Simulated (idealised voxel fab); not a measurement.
voxel transistor to metal: a process module
The cross-section on display is named cut; it measures 290 nm wide, and its cells are 5 nm squares.
For the purposes of this document, a cross-section shall be understood as a grid of square cells, specified as bands listed in top-to-bottom order, each band consisting of one or more rows of cells. This entry defines a band. It first specifies the height of the band's top and the height of its bottom in nm, and then specifies the band's materials from left to right, stating each material with its width in nm. The word "throughout" identifies a single material that fills the band from edge to edge, while the word "air" identifies empty space. Heights from 0 (as-received wafer is one material below). Bottom band endless downward, as "0..down". A width given as "30 to 40" starts at the first number in the band's top row and ends at the second number in its bottom row, shifting by an equal amount at every step from row to row. It should be understood that the words "no alteration", when stated for a given step, signify that the cross-section underwent no change in any of its cells during that step. What "Catalogued sealed voids" gives you is every empty space of 8 cells or more that is cut off from the top. Each appears as width x height at distance, with the distance taken from the left edge and width, height and distance all in nm. If you see something after the settings on a step's line, that's the simulator's own remark about that step. When a step includes a mask, the "overlay nm" setting on its line states how far to the right of its planned place that mask lay, and negative values state how far to the left.

Listed below are the process steps as planned
step 1: RECEIVE: material Si
step 2: OXIDIZE: depth nm 5
step 3: CONFORMAL_DEP: material SiN, thk nm 10
step 4: MASKED_ETCH: tone cover, mask id ACTIVE, width nm 95, pitch nm 115, etch materials SiN, depth nm 10, overlay nm 0
step 5: MASKED_ETCH: tone cover, mask id ACTIVE, width nm 95, pitch nm 115, etch materials SiO2, depth nm 5, overlay nm 0
step 6: MASKED_ETCH: tone cover, mask id ACTIVE, width nm 95, pitch nm 115, etch materials Si, depth nm 35, overlay nm 0
step 7: FILL_DEP: material SiO2, thk nm 10
step 8: CMP: height nm 10
step 9: SELECTIVE_ETCH: etch materials SiO2, depth nm 5
step 10: STRIP: etch materials SiN
step 11: SELECTIVE_ETCH: etch materials SiO2, depth nm 5
step 12: OXIDIZE: depth nm 5
step 13: DIRECTIONAL_DEP: material polySi, thk nm 20
step 14: DIRECTIONAL_DEP: material SiCN, thk nm 10
step 15: MASKED_ETCH: tone cover, mask id GATE, width nm 15, pitch nm 115, etch materials SiCN, depth nm 20, overlay nm 0
step 16: MASKED_ETCH: tone cover, mask id GATE, width nm 15, pitch nm 115, etch materials polySi, depth nm 30, overlay nm 0
step 17: CONFORMAL_DEP: material SiO2, thk nm 5
step 18: DIRECTIONAL_ETCH: etch materials SiO2, depth nm 5
step 19: CONFORMAL_DEP: material SiN, thk nm 10
step 20: DIRECTIONAL_ETCH: etch materials SiN, depth nm 10
step 21: DIRECTIONAL_ETCH: etch materials SiO2, depth nm 5
step 22: DIRECTIONAL_ETCH: etch materials Si, depth nm 10
step 23: EPI: material nSi, thk nm 10
step 24: FILL_DEP: material SiO2, thk nm 10
step 25: CMP: height nm 25
step 26: DIRECTIONAL_DEP: material SiO2, thk nm 15
step 27: PATTERN: tone open, mask id CONTACT, material resist, width nm 20, thk nm 15, overlay nm 0
step 28: DIRECTIONAL_ETCH: etch materials SiO2, depth nm 40
step 29: STRIP: etch materials resist
step 30: CONFORMAL_DEP: material TiN, thk nm 5
step 31: FILL_DEP: material W, thk nm 10
step 32: CMP: height nm 40
step 33: CONFORMAL_DEP: material SiN, thk nm 5
step 34: DIRECTIONAL_DEP: material lowk, thk nm 20
step 35: DIRECTIONAL_DEP: material aC, thk nm 10
step 36: PATTERN: tone open, mask id METAL_1, material resist, width nm 20, thk nm 25, overlay nm 0
step 37: DIRECTIONAL_ETCH: etch materials aC, depth nm 10
step 38: STRIP: etch materials resist
step 39: DIRECTIONAL_ETCH: etch materials lowk, depth nm 20
step 40: DIRECTIONAL_ETCH: etch materials SiN, depth nm 5
step 41: STRIP: etch materials aC
step 42: CONFORMAL_DEP: material TiN, thk nm 5
step 43: FILL_DEP: material Cu, thk nm 5
step 44: CMP: height nm 65
step 45: CONFORMAL_DEP: material SiCN, thk nm 5
step 46: DIRECTIONAL_DEP: material lowk, thk nm 30
step 47: DIRECTIONAL_DEP: material aC, thk nm 15
step 48: PATTERN: tone open, mask id METAL_2, material resist, width nm 15, pitch nm 115, thk nm 35, overlay nm 0
step 49: DIRECTIONAL_ETCH: etch materials aC, depth nm 15
step 50: STRIP: etch materials resist
step 51: DIRECTIONAL_ETCH: etch materials lowk, depth nm 20
step 52: STRIP: etch materials aC
step 53: MASKED_ETCH: tone open, mask id METAL_2_HOLES, width nm 15, pitch nm 115, etch materials lowk, depth nm 10, overlay nm 0
step 54: MASKED_ETCH: tone open, mask id METAL_2_HOLES, width nm 15, pitch nm 115, etch materials SiCN, depth nm 5, overlay nm 0
step 55: CONFORMAL_DEP: material TiN, thk nm 5
step 56: FILL_DEP: material Cu, thk nm 5
step 57: CMP: height nm 100
step 58: CONFORMAL_DEP: material SiCN, thk nm 5
For clarity, it should be stated that the wafers under discussion commence in an identical condition and differ with respect to the width nm of step 48, the plan indicating the value that the first wafer had.

After step 1, as received: first of several wafers, cross-section
> 0..down: Si throughout
> Catalogued sealed voids: none

The cross-section of the first of several wafers is given below for the end of the module, after its final step, step 58
> 105..100: SiCN throughout
> 100..90: lowk (45) | TiN (5 to 10) | Cu (10 to 5) | TiN (5) | lowk (95) | TiN (5 to 10) | Cu (10 to 5) | TiN (5) | lowk (110)
> 90..85: lowk (50) | TiN (5) | Cu (5) | TiN (5) | lowk (100) | TiN (5) | Cu (5) | TiN (5) | lowk (110)
> 85..80: lowk (50) | TiN (15) | lowk (100) | TiN (15) | lowk (110)
> 80..70: lowk (50) | TiN (10) | lowk (105) | TiN (10) | lowk (115)
> 70..65: SiCN (50) | TiN (10) | SiCN (105) | TiN (10) | SiCN (115)
> 65..45: lowk (45) | TiN (5) | Cu (10) | TiN (5) | lowk (45) | TiN (5) | Cu (10) | TiN (5) | lowk (30) | TiN (5) | Cu (10) | TiN (5) | lowk (45) | TiN (5) | Cu (10) | TiN (5) | lowk (45)
> 45..40: SiN (45) | TiN (20) | SiN (45) | TiN (20) | SiN (30) | TiN (20) | SiN (45) | TiN (20) | SiN (45)
> 40..25: SiO2 (45) | TiN (5) | W (10) | TiN (5) | SiO2 (45) | TiN (5) | W (10) | TiN (5) | SiO2 (30) | TiN (5) | W (10) | TiN (5) | SiO2 (45) | TiN (5) | W (10) | TiN (5) | SiO2 (45)
> 25..15: SiO2 (45) | TiN (5) | W (10) | TiN (5) | SiN (10) | SiO2 (5) | SiCN (15) | SiO2 (5) | SiN (10) | TiN (5) | W (10) | TiN (5) | SiO2 (30) | TiN (5) | W (10) | TiN (5) | SiN (10) | SiO2 (5) | SiCN (15) | SiO2 (5) | SiN (10) | TiN (5) | W (10) | TiN (5) | SiO2 (45)
> 15..5: SiO2 (45) | TiN (5) | W (10) | TiN (5) | SiN (10) | SiO2 (5) | polySi (15) | SiO2 (5) | SiN (10) | TiN (5) | W (10) | TiN (5) | SiO2 (30) | TiN (5) | W (10) | TiN (5) | SiN (10) | SiO2 (5) | polySi (15) | SiO2 (5) | SiN (10) | TiN (5) | W (10) | TiN (5) | SiO2 (45)
> 5..0: SiO2 (45) | TiN (20) | SiN (10) | SiO2 (5) | polySi (15) | SiO2 (5) | SiN (10) | TiN (20) | SiO2 (30) | TiN (20) | SiN (10) | SiO2 (5) | polySi (15) | SiO2 (5) | SiN (10) | TiN (20) | SiO2 (45)
> 0..-5: SiO2 (40) | SiN (10) | nSi (15) | SiN (10) | SiO2 (5) | polySi (15) | SiO2 (5) | SiN (10) | nSi (15) | SiN (10) | SiO2 (20) | SiN (10) | nSi (15) | SiN (10) | SiO2 (5) | polySi (15) | SiO2 (5) | SiN (10) | nSi (15) | SiN (10) | SiO2 (40)
> -5..-10: SiO2 (50) | nSi (15) | SiO2 (45) | nSi (15) | SiO2 (40) | nSi (15) | SiO2 (45) | nSi (15) | SiO2 (50)
> -10..-20: SiO2 (40) | Si (10) | nSi (15) | Si (45) | nSi (15) | Si (10) | SiO2 (20) | Si (10) | nSi (15) | Si (45) | nSi (15) | Si (10) | SiO2 (40)
> -20..-40: SiO2 (40) | Si (95) | SiO2 (20) | Si (95) | SiO2 (40)
> -40..down: Si throughout
> Catalogued sealed voids: none

Cross-section at module completion, last wafer
> 105..100: SiCN throughout
> 100..85: lowk (40) | TiN (5) | Cu (25) | TiN (5) | lowk (80) | TiN (5) | Cu (25) | TiN (5) | lowk (100)
> 85..80: lowk (40) | TiN (10) | Cu (5) | TiN (20) | lowk (80) | TiN (10) | Cu (5) | TiN (20) | lowk (100)
> 80..70: lowk (45) | TiN (5) | Cu (5) | TiN (5) | lowk (100) | TiN (5) | Cu (5) | TiN (5) | lowk (115)
> 70..65: SiCN (45) | TiN (15) | SiCN (100) | TiN (15) | SiCN (115)
> 65..45: lowk (45) | TiN (5) | Cu (10) | TiN (5) | lowk (45) | TiN (5) | Cu (10) | TiN (5) | lowk (30) | TiN (5) | Cu (10) | TiN (5) | lowk (45) | TiN (5) | Cu (10) | TiN (5) | lowk (45)
> 45..40: SiN (45) | TiN (20) | SiN (45) | TiN (20) | SiN (30) | TiN (20) | SiN (45) | TiN (20) | SiN (45)
> 40..25: SiO2 (45) | TiN (5) | W (10) | TiN (5) | SiO2 (45) | TiN (5) | W (10) | TiN (5) | SiO2 (30) | TiN (5) | W (10) | TiN (5) | SiO2 (45) | TiN (5) | W (10) | TiN (5) | SiO2 (45)
> 25..15: SiO2 (45) | TiN (5) | W (10) | TiN (5) | SiN (10) | SiO2 (5) | SiCN (15) | SiO2 (5) | SiN (10) | TiN (5) | W (10) | TiN (5) | SiO2 (30) | TiN (5) | W (10) | TiN (5) | SiN (10) | SiO2 (5) | SiCN (15) | SiO2 (5) | SiN (10) | TiN (5) | W (10) | TiN (5) | SiO2 (45)
> 15..5: SiO2 (45) | TiN (5) | W (10) | TiN (5) | SiN (10) | SiO2 (5) | polySi (15) | SiO2 (5) | SiN (10) | TiN (5) | W (10) | TiN (5) | SiO2 (30) | TiN (5) | W (10) | TiN (5) | SiN (10) | SiO2 (5) | polySi (15) | SiO2 (5) | SiN (10) | TiN (5) | W (10) | TiN (5) | SiO2 (45)
> 5..0: SiO2 (45) | TiN (20) | SiN (10) | SiO2 (5) | polySi (15) | SiO2 (5) | SiN (10) | TiN (20) | SiO2 (30) | TiN (20) | SiN (10) | SiO2 (5) | polySi (15) | SiO2 (5) | SiN (10) | TiN (20) | SiO2 (45)
> 0..-5: SiO2 (40) | SiN (10) | nSi (15) | SiN (10) | SiO2 (5) | polySi (15) | SiO2 (5) | SiN (10) | nSi (15) | SiN (10) | SiO2 (20) | SiN (10) | nSi (15) | SiN (10) | SiO2 (5) | polySi (15) | SiO2 (5) | SiN (10) | nSi (15) | SiN (10) | SiO2 (40)
> -5..-10: SiO2 (50) | nSi (15) | SiO2 (45) | nSi (15) | SiO2 (40) | nSi (15) | SiO2 (45) | nSi (15) | SiO2 (50)
> -10..-20: SiO2 (40) | Si (10) | nSi (15) | Si (45) | nSi (15) | Si (10) | SiO2 (20) | Si (10) | nSi (15) | Si (45) | nSi (15) | Si (10) | SiO2 (40)
> -20..-40: SiO2 (40) | Si (95) | SiO2 (20) | Si (95) | SiO2 (40)
> -40..down: Si throughout
> Catalogued sealed voids: none

Per wafer (row), end of module: delta in cells per material since receipt, (+) for gained, (-) for lost; closed voids after that
width nm 15 | +40 Cu | -260 Si | +124 SiCN | +98 SiN | +456 SiO2 | +152 TiN | +56 W | +480 lowk | +48 nSi | +24 polySi | Catalogued sealed voids: none
width nm 20 | +50 Cu | -260 Si | +122 SiCN | +98 SiN | +456 SiO2 | +152 TiN | +56 W | +472 lowk | +48 nSi | +24 polySi | Catalogued sealed voids: none
width nm 25 | +56 Cu | -260 Si | +122 SiCN | +98 SiN | +456 SiO2 | +154 TiN | +56 W | +464 lowk | +48 nSi | +24 polySi | Catalogued sealed voids: none
width nm 30 | +62 Cu | -260 Si | +122 SiCN | +98 SiN | +456 SiO2 | +156 TiN | +56 W | +456 lowk | +48 nSi | +24 polySi | Catalogued sealed voids: none
width nm 35 | +68 Cu | -260 Si | +122 SiCN | +98 SiN | +456 SiO2 | +158 TiN | +56 W | +448 lowk | +48 nSi | +24 polySi | Catalogued sealed voids: none
